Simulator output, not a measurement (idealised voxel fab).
process module | voxel fin reveal
Square cells of 5 nm make up the cross-section cut, whose width is 170 nm.
In this document a cross-section is written as a grid of square cells. It is given as a series of bands, listed from the top down, and a band is one or more rows of cells.
Heads up on the band format: heights come first, top then bottom, in nm. After that it's the materials left to right, each with its width in nm. A single material flagged "everywhere" fills the whole band edge to edge, and "empty" means there's empty space there.
Below 0: as-received wafer, all one material; heights counted from there. Lowest band: no bottom, goes on down, written "0..down".
When a width is written as two numbers, as in "30..40", the first number is the width in the top row of cells of the band and the second is the width in its bottom row, and the width changes by the same amount from each row to the next.
A step reported as "no change occurred" is a step in which no cell of the cross-section changed.
"Completely enclosed voids" enumerates empty spaces isolated from the top, with no open way to it, that contain at least 8 cells, giving each as width x height at distance from the left edge, all three in nm.
Step line, after settings: the simulator's comment on this step.
The optional step-line setting "overlay nm" applies to steps with a mask and quantifies how far to the right of its planned location the mask lay, a negative value indicating leftward placement.
-- Intended process steps
| 1 | RECEIVE [material Si] |
| 2 | CONFORMAL_DEP [material SiN] [thk nm 5] |
| 3 | PATTERN [tone cover] [mask id FINS] [material resist] [width nm 15] [pitch nm 40] [thk nm 20] [overlay nm 0] |
| 4 | DIRECTIONAL_ETCH [etch materials SiN] [depth nm 5] |
| 5 | DIRECTIONAL_ETCH [etch materials Si] [depth nm 35] |
| 6 | STRIP [etch materials resist] |
| 7 | FILL_DEP [material SiO2] [thk nm 15] |
| 8 | CMP [height nm 5] |
| 9 | SELECTIVE_ETCH [etch materials SiO2] [depth nm 20] |
| 10 | STRIP [etch materials SiN] |
-- So, the first of our two wafers, run just as we planned it
-- Cross-section: wafer on arrival = after step 1
- 0..down  Si everywhere
- Completely enclosed voids: none
-- Cross-section: wafer state after step 2
- 5..0  SiN everywhere
- At heights below 0, the structure remains unaltered.
-- Cross-section: wafer state after step 3
- 25..5  empty 55 nm | resist 15 nm | empty 25 nm | resist 15 nm | empty 60 nm
- At heights below 5, the structure remains unaltered.
-- Cross-section: wafer state after step 4
- 25..5  empty 55 nm | resist 15 nm | empty 25 nm | resist 15 nm | empty 60 nm
- 5..0  empty 55 nm | SiN 15 nm | empty 25 nm | SiN 15 nm | empty 60 nm
- At heights below 0, the structure remains unaltered.
-- Cross-section: wafer state after step 5
- 25..5  empty 55 nm | resist 15 nm | empty 25 nm | resist 15 nm | empty 60 nm
- 5..0  empty 55 nm | SiN 15 nm | empty 25 nm | SiN 15 nm | empty 60 nm
- 0..-35  empty 55 nm | Si 15 nm | empty 25 nm | Si 15 nm | empty 60 nm
- At heights below -35, the structure remains unaltered.
-- Cross-section: wafer state after step 6
- 5..0  empty 55 nm | SiN 15 nm | empty 25 nm | SiN 15 nm | empty 60 nm
- At heights below 0, the structure remains unaltered.
-- Cross-section: wafer state after step 7
- 20..5  SiO2 everywhere
- 5..0  SiO2 55 nm | SiN 15 nm | SiO2 25 nm | SiN 15 nm | SiO2 60 nm
- 0..-35  SiO2 55 nm | Si 15 nm | SiO2 25 nm | Si 15 nm | SiO2 60 nm
- At heights below -35, the structure remains unaltered.
-- Cross-section: wafer state after step 8
- 5..0  SiO2 55 nm | SiN 15 nm | SiO2 25 nm | SiN 15 nm | SiO2 60 nm
- At heights below 0, the structure remains unaltered.
-- Cross-section: wafer state after step 9
- 5..0  empty 55 nm | SiN 15 nm | empty 25 nm | SiN 15 nm | empty 60 nm
- 0..-15  empty 55 nm | Si 15 nm | empty 25 nm | Si 15 nm | empty 60 nm
- At heights below -15, the structure remains unaltered.
-- Cross-section: wafer state after step 10
- 0..-15  empty 55 nm | Si 15 nm | empty 25 nm | Si 15 nm | empty 60 nm
- At heights below -15, the structure remains unaltered.
-- Regarding the second of the two wafers: it shared the first wafer's starting condition and process plan, yet one error occurred during its execution. Its history coincides with that of the first wafer up to and including step 2
-- when step 3 should have ended
- 25..5  resist 55 nm | empty 15 nm | resist 25 nm | empty 15 nm | resist 60 nm
- At heights below 5, the structure remains unaltered.
-- when step 4 should have ended
- 25..5  resist 55 nm | empty 15 nm | resist 25 nm | empty 15 nm | resist 60 nm
- 5..0  SiN 55 nm | empty 15 nm | SiN 25 nm | empty 15 nm | SiN 60 nm
- At heights below 0, the structure remains unaltered.
-- when step 5 should have ended
- 25..5  resist 55 nm | empty 15 nm | resist 25 nm | empty 15 nm | resist 60 nm
- 5..0  SiN 55 nm | empty 15 nm | SiN 25 nm | empty 15 nm | SiN 60 nm
- 0..-35  Si 55 nm | empty 15 nm | Si 25 nm | empty 15 nm | Si 60 nm
- At heights below -35, the structure remains unaltered.
-- when step 6 should have ended
- 5..0  SiN 55 nm | empty 15 nm | SiN 25 nm | empty 15 nm | SiN 60 nm
- At heights below 0, the structure remains unaltered.
-- when step 7 should have ended
- 20..5  SiO2 everywhere
- 5..0  SiN 55 nm | SiO2 15 nm | SiN 25 nm | SiO2 15 nm | SiN 60 nm
- 0..-35  Si 55 nm | SiO2 15 nm | Si 25 nm | SiO2 15 nm | Si 60 nm
- At heights below -35, the structure remains unaltered.
-- when step 8 should have ended
- 5..0  SiN 55 nm | SiO2 15 nm | SiN 25 nm | SiO2 15 nm | SiN 60 nm
- At heights below 0, the structure remains unaltered.
-- when step 9 should have ended
- 5..0  SiN 55 nm | empty 15 nm | SiN 25 nm | empty 15 nm | SiN 60 nm
- 0..-15  Si 55 nm | empty 15 nm | Si 25 nm | empty 15 nm | Si 60 nm
- At heights below -15, the structure remains unaltered.
-- when step 10 should have ended
- 0..-15  Si 55 nm | empty 15 nm | Si 25 nm | empty 15 nm | Si 60 nm
- At heights below -15, the structure remains unaltered.
In executing the process, a mistake was made relative to the plan: step 3 did not use the planned setting and instead ran as PATTERN [tone open] [mask id FINS] [material resist] [width nm 15] [pitch nm 40] [thk nm 20] [overlay nm 0]
End check, counted in cells, second wafer has more or fewer of these materials than the first: Si +154, SiO2 -88
